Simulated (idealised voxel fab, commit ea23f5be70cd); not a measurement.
Process module in this document: voxel self aligned vias
FYI the section here is cut, 270 nm wide, cells are 5 nm squares.
Just so we're on the same page, the cross-sections are grids of square cells, and they're listed out in bands top to bottom, each band one or more rows deep. What a band's entry tells you: where the top is and where the bottom is, as heights in nm, and after that what lies inside, material by material from left to right, each with its width in nm. Empty space is written as the word "blank", and a single material marked with the word "edge to edge" occupies the band from edge to edge. All heights in this document are referenced to 0, defined as the level beneath which the wafer, as received, consists entirely of one material. The lowest band is not bounded below; it extends indefinitely downward and is written in the form "z 0 and below". Read "30 to 40" as a graded width: first number on top, second number at the bottom, same change between each pair of neighbouring rows. "nothing got changed" -> step changed no cross-section cell. Entry "Voids, sealed" = empty spaces >= 8 cells with no open way to the top; each as width x height at distance, distance from left edge, all nm. Whatever follows a step's settings on its line is a remark the simulator itself makes about that step. Regarding "overlay nm": on a step with a mask, it is the distance the mask lay to the right of its planned place; a negative value places it to the left.
-- Planned process steps
- 1: RECEIVE [material Si]
- 2: CONFORMAL_DEP [material SiO2] [thk nm 15]
- 3: CONFORMAL_DEP [material SiCN] [thk nm 5]
- 4: DIRECTIONAL_DEP [material SiO2] [thk nm 20]
- 5: DIRECTIONAL_DEP [material aC] [thk nm 10]
- 6: PATTERN [tone open] [mask id LINES] [material resist] [width nm 30] [pitch nm 70] [thk nm 25] [overlay nm 0]
- 7: DIRECTIONAL_ETCH [etch materials aC] [depth nm 10]
- 8: STRIP [etch materials resist]
- 9: DIRECTIONAL_ETCH [etch materials SiO2] [depth nm 20]
- 10: STRIP [etch materials aC]
- 11: CONFORMAL_DEP [material TiN] [thk nm 5]
- 12: FILL_DEP [material Ru] [thk nm 5]
- 13: CMP [height nm 40]
- 14: SELECTIVE_ETCH [etch materials W Ru TiN] [depth nm 10]
- 15: FILL_DEP [material SiN] [thk nm 10]
- 16: CMP [height nm 40]
- 17: DIRECTIONAL_DEP [material SiO2] [thk nm 20]
- 18: PATTERN [tone open] [mask id VIAS] [material resist] [width nm 50] [thk nm 15] [overlay nm 0]
- 19: DIRECTIONAL_ETCH [etch materials SiO2] [depth nm 20]
- 20: DIRECTIONAL_ETCH [etch materials SiN] [depth nm 10]
- 21: STRIP [etch materials resist]
- 22: CONFORMAL_DEP [material TiN] [thk nm 5]
- 23: FILL_DEP [material W] [thk nm 10]
- 24: CMP [height nm 60]
- 25: CONFORMAL_DEP [material SiCN] [thk nm 5]
-- This is the cross-section of the wafer as we received it, i.e. after step 1
  z 0 and below: Si edge to edge
  Voids, sealed: none
-- The first of two wafers, cross-sectioned at the end of the module, with the run proceeding as planned
  z 65 to 60: SiCN edge to edge
  z 60 to 45: 75 nm SiO2 / 5 nm TiN / 40 nm W / 5 nm TiN / 145 nm SiO2
  z 45 to 40: 75 nm SiO2 / 15 nm TiN / 20 nm W / 15 nm TiN / 145 nm SiO2
  z 40 to 35: 85 nm SiO2 / 5 nm TiN / 20 nm W / 5 nm TiN / 40 nm SiO2 / 30 nm SiN / 85 nm SiO2
  z 35 to 30: 85 nm SiO2 / 30 nm TiN / 40 nm SiO2 / 30 nm SiN / 85 nm SiO2
  z 30 to 25: 85 nm SiO2 / 5 nm TiN / 20 nm Ru / 5 nm TiN / 40 nm SiO2 / 5 nm TiN / 20 nm Ru / 5 nm TiN / 85 nm SiO2
  z 25 to 20: 85 nm SiO2 / 30 nm TiN / 40 nm SiO2 / 30 nm TiN / 85 nm SiO2
  z 20 to 15: SiCN edge to edge
  z 15 to 0: SiO2 edge to edge
  z 0 and below: Si edge to edge
  Voids, sealed: none
-- The second wafer, shown in cross-section after the module: started the same way as the first and given the same plan, yet one mistake crept into how it was run
  z 65 to 60: SiCN edge to edge
  z 60 to 45: 75 nm SiO2 / 5 nm TiN / 40 nm W / 5 nm TiN / 145 nm SiO2
  z 45 to 40: 75 nm SiO2 / 15 nm TiN / 25 nm W / 10 nm TiN / 145 nm SiO2
  z 40 to 35: 85 nm SiO2 / 5 nm TiN / 25 nm W / 5 nm TiN / 35 nm SiO2 / 35 nm SiN / 80 nm SiO2
  z 35 to 30: 85 nm SiO2 / 35 nm TiN / 35 nm SiO2 / 35 nm SiN / 80 nm SiO2
  z 30 to 25: 85 nm SiO2 / 5 nm TiN / 25 nm Ru / 5 nm TiN / 35 nm SiO2 / 5 nm TiN / 25 nm Ru / 5 nm TiN / 80 nm SiO2
  z 25 to 20: 85 nm SiO2 / 35 nm TiN / 35 nm SiO2 / 35 nm TiN / 80 nm SiO2
  z 20 to 15: SiCN edge to edge
  z 15 to 0: SiO2 edge to edge
  z 0 and below: Si edge to edge
  Voids, sealed: none
What was the processing mistake? step 6 went in with a setting other than planned; the actual run was PATTERN [tone open] [mask id LINES] [material resist] [width nm 35] [pitch nm 70] [thk nm 25] [overlay nm 0]
Final cells, second wafer relative to first, materials higher or lower: +2 Ru; +2 SiN; -8 SiO2; +2 TiN; +2 W
